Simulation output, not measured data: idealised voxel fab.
Herein follows the process module entitled voxel wiring stack.
cross-section cut | 270 nm wide | cells 5 nm
Reading order for cross-sections: top band down to bottom band. Underlying form: a grid of square cells. Band size: one or more rows of cells.
Read a band's entry like this: the first values are the height of its top and the height of its bottom in nm, and what follows is the sequence of materials from left to right, each with its width in nm. Note that "blank" is empty space, and that a single material marked "edge to edge" reaches across the band from edge to edge.
The reference from which all heights are counted is 0, the level beneath which the as-received wafer is entirely one material; the lowest band, having no lower bound, proceeds downward and is written after the example "0 and below".
A width such as "30 to 40" changes by the same amount from each row of cells to the next, from the band's top row to its bottom row.
What does "nothing different" mean for a step? It means no cell of the cross-section changed in that step.
For the entry "Sealed-off cavities", the listed items are empty spaces with no open way to the top whose size is 8 cells or more; each item follows the pattern width x height at distance, where distance is from the left edge and all three are in nm.
Text after the settings on a step's line: the simulator's own remark on that step.
The setting "overlay nm" may be written on the line of a step. When the step uses a mask, the value reports how far to the right of the planned place the mask lay, and a negative value reports that it lay to the left.
### Set out below are the planned steps of the process
1,RECEIVE: material Si
2,CONFORMAL_DEP: material SiO2, thk nm 15
3,CONFORMAL_DEP: material SiCN, thk nm 5
4,DIRECTIONAL_DEP: material SiO2, thk nm 20
5,PATTERN: tone open, mask id METAL_1, material resist, width nm 25, pitch nm 45, thk nm 20, overlay nm 0
6,DIRECTIONAL_ETCH: etch materials SiO2, depth nm 20
7,DIRECTIONAL_ETCH: etch materials SiCN, depth nm 5
8,STRIP: etch materials resist
9,CONFORMAL_DEP: material TiN, thk nm 5
10,FILL_DEP: material Ru, thk nm 5
11,CMP: height nm 40
12,CONFORMAL_DEP: material SiCN, thk nm 5
13,DIRECTIONAL_DEP: material SiO2, thk nm 10
14,PATTERN: tone open, mask id PLUG_1, material resist, width nm 15, pitch nm 45, thk nm 20, overlay nm 0
15,DIRECTIONAL_ETCH: etch materials SiO2, depth nm 10
16,DIRECTIONAL_ETCH: etch materials SiCN, depth nm 5
17,STRIP: etch materials resist
18,EPI: material Ru, thk nm 10
19,EPI: material Ru, thk nm 5
20,CONFORMAL_DEP: material SiN, thk nm 5
21,DIRECTIONAL_DEP: material lowk, thk nm 20
22,PATTERN: tone open, mask id METAL_2, material resist, width nm 25, pitch nm 45, thk nm 20, overlay nm 0
23,DIRECTIONAL_ETCH: etch materials lowk, depth nm 20
24,DIRECTIONAL_ETCH: etch materials SiN, depth nm 5
25,STRIP: etch materials resist
26,CONFORMAL_DEP: material TiN, thk nm 5
27,FILL_DEP: material Cu, thk nm 5
28,CMP: height nm 80
29,CONFORMAL_DEP: material SiCN, thk nm 5
30,DIRECTIONAL_DEP: material lowk, thk nm 30
31,MASKED_ETCH: tone open, mask id METAL_3_HOLES, width nm 15, pitch nm 90, etch materials lowk, depth nm 30, overlay nm 0
32,DIRECTIONAL_DEP: material aC, thk nm 10
33,PATTERN: tone open, mask id METAL_3, material resist, width nm 25, pitch nm 45, thk nm 25, overlay nm 0
34,DIRECTIONAL_ETCH: etch materials aC, depth nm 10
35,STRIP: etch materials resist
36,DIRECTIONAL_ETCH: etch materials lowk, depth nm 15
37,DIRECTIONAL_ETCH: etch materials SiCN, depth nm 5
38,STRIP: etch materials aC
39,CONFORMAL_DEP: material TiN, thk nm 5
40,FILL_DEP: material Cu, thk nm 10
41,CMP: height nm 115
42,CONFORMAL_DEP: material SiN, thk nm 5
### Cross-section: wafer on arrival = after step 1
  0 and below | Si edge to edge
  Sealed-off cavities: none
### Cross-section, end of module. Start: as above. Plan: as above. Execution: one mistake
  120 down to 115 | SiN edge to edge
  115 down to 105 | 55 lowk, 5 TiN, 15 Cu, 5 TiN, 20 lowk, 5 TiN, 15 Cu, 5 TiN, 20 lowk, 5 TiN, 15 Cu, 5 TiN, 20 lowk, 5 TiN, 15 Cu, 5 TiN, 55 lowk
  105 down to 100 | 55 lowk, 5 TiN, 5 Cu, 15 TiN, 20 lowk, 25 TiN, 20 lowk, 5 TiN, 5 Cu, 15 TiN, 20 lowk, 25 TiN, 55 lowk
  100 down to 85 | 55 lowk, 5 TiN, 5 Cu, 5 TiN, 75 lowk, 5 TiN, 5 Cu, 5 TiN, 110 lowk
  85 down to 80 | 55 SiCN, 15 TiN, 75 SiCN, 15 TiN, 110 SiCN
  80 down to 60 | 50 Cu, 5 TiN, 25 lowk, 5 TiN, 10 Cu, 5 TiN, 25 lowk, 5 TiN, 10 Cu, 5 TiN, 25 lowk, 5 TiN, 10 Cu, 5 TiN, 25 lowk, 5 TiN, 50 Cu
  60 down to 55 | 55 TiN, 25 SiN, 20 TiN, 25 SiN, 20 TiN, 25 SiN, 20 TiN, 25 SiN, 55 TiN
  55 down to 45 | 55 SiO2, 15 Ru, 30 SiO2, 15 Ru, 30 SiO2, 15 Ru, 30 SiO2, 15 Ru, 65 SiO2
  45 down to 40 | 55 SiCN, 15 Ru, 30 SiCN, 15 Ru, 30 SiCN, 15 Ru, 30 SiCN, 15 Ru, 65 SiCN
  40 down to 20 | 55 SiO2, 5 TiN, 15 Ru, 5 TiN, 20 SiO2, 5 TiN, 15 Ru, 5 TiN, 20 SiO2, 5 TiN, 15 Ru, 5 TiN, 20 SiO2, 5 TiN, 15 Ru, 5 TiN, 55 SiO2
  20 down to 15 | 55 SiCN, 25 TiN, 20 SiCN, 25 TiN, 20 SiCN, 25 TiN, 20 SiCN, 25 TiN, 55 SiCN
  15 down to 0 | SiO2 edge to edge
  0 and below | Si edge to edge
  Sealed-off cavities: none
Heads up, the wafer didn't run the way we planned it: heads up, step 22 didn't go per plan, it actually ran as PATTERN: tone cover, mask id METAL_2, material resist, width nm 25, pitch nm 45, thk nm 20, overlay nm 0
